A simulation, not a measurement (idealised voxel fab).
Process module name: voxel released beams
Square cells of 5 nm make up the cross-section cut, whose width is 215 nm.
Cross-section layout: square cells on a grid; listed as bands, top to bottom; a band spans one or more cell rows.
Band entry format. Leading values: height of top, height of bottom, nm. Remainder: materials in left-to-right order, each with its width in nm. Special words: "edge to edge" on a single material, which then fills the band edge to edge; "air", empty space.
Note: height 0 marks the level under which the wafer is uniformly one material as received. Lowest band unbounded below, written "from 0 down".
The width entry "30 to 40" should be interpreted row by row: the top row of cells in the band takes the first number, the bottom row takes the second number, and the change between adjacent rows is uniform throughout.
For the purposes of this document, the phrase "changes: none" attached to a step denotes that no cell within the cross-section was modified by that step.
Heads up: "Trapped cavities" only lists the empty pockets with no open path to the top that are 8 cells or more, and it writes them as width x height at distance, distance from the left edge, in nm.
Heads up: the bit after the settings on a step's line is the simulator's remark on that step.
overlay nm: right-of-plan distance of the mask on a masked step; negative values mean left-of-plan.

## The following list gives the planned process steps
| 1 | RECEIVE, material Si |
| 2 | CONFORMAL_DEP, material Al2O3, thk nm 5 |
| 3 | DIRECTIONAL_DEP, material SiO2, thk nm 10 |
| 4 | PATTERN, tone open, mask id ANCHOR, material resist, width nm 45, thk nm 20, overlay nm 0 |
| 5 | DIRECTIONAL_ETCH, etch materials SiO2, depth nm 10 |
| 6 | STRIP, etch materials resist |
| 7 | CONFORMAL_DEP, material W, thk nm 15 |
| 8 | MASKED_ETCH, tone cover, mask id BEAM, width nm 130, etch materials W, depth nm 15, overlay nm 0 |
| 9 | STRIP, etch materials SiO2 |

## First of two wafers - as planned

## The cross-section here shows the wafer as received, i.e. in its state after step 1
from 0 down = Si edge to edge
Trapped cavities: none

## So this is the wafer cross-section right after step 2
from 5 to 0 = Al2O3 edge to edge
Below 0, the layers are the same as they were.

## So this is the wafer cross-section right after step 3
from 15 to 5 = SiO2 edge to edge
Below 5, the layers are the same as they were.

## So this is the wafer cross-section right after step 4
from 35 to 15 = resist 45 nm / air 45 nm / resist 125 nm
Below 15, the layers are the same as they were.

## So this is the wafer cross-section right after step 5
from 35 to 15 = resist 45 nm / air 45 nm / resist 125 nm
from 15 to 5 = SiO2 45 nm / air 45 nm / SiO2 125 nm
Below 5, the layers are the same as they were.

## So this is the wafer cross-section right after step 6
from 15 to 5 = SiO2 45 nm / air 45 nm / SiO2 125 nm
Below 5, the layers are the same as they were.

## So this is the wafer cross-section right after step 7
from 30 to 20 = W 60 nm / air 15 nm / W 140 nm
from 20 to 15 = W edge to edge
from 15 to 5 = SiO2 45 nm / W 45 nm / SiO2 125 nm
Below 5, the layers are the same as they were.

## So this is the wafer cross-section right after step 8
from 30 to 20 = air 40 nm / W 20 nm / air 15 nm / W 95 nm / air 45 nm
from 20 to 15 = air 40 nm / W 130 nm / air 45 nm
Below 15, the layers are the same as they were.

## So this is the wafer cross-section right after step 9
from 30 to 20 = air 40 nm / W 20 nm / air 15 nm / W 95 nm / air 45 nm
from 20 to 15 = air 40 nm / W 130 nm / air 45 nm
from 15 to 5 = air 45 nm / W 45 nm / air 125 nm
Below 5, the layers are the same as they were.

## Second wafer. Start and plan as for the first. One mistake made in running. Agrees with the first up to and including step 7

## Planned end of step 8: second wafer, cross-section
from 30 to 20 = air 45 nm / W 15 nm / air 15 nm / W 100 nm / air 40 nm
from 20 to 15 = air 45 nm / W 130 nm / air 40 nm
Below 15, the layers are the same as they were.

## Planned end of step 9: second wafer, cross-section
from 30 to 20 = air 45 nm / W 15 nm / air 15 nm / W 100 nm / air 40 nm
from 20 to 15 = air 45 nm / W 130 nm / air 40 nm
from 15 to 5 = air 45 nm / W 45 nm / air 125 nm
Below 5, the layers are the same as they were.
Diagnosis: so step 8 ended up running with a different setting than we planned, it ran as MASKED_ETCH, tone cover, mask id BEAM, width nm 130, etch materials W, depth nm 15, overlay nm 5
Matching per-material cell counts, mismatched positions: that is how the second wafer compares with the first at the end.
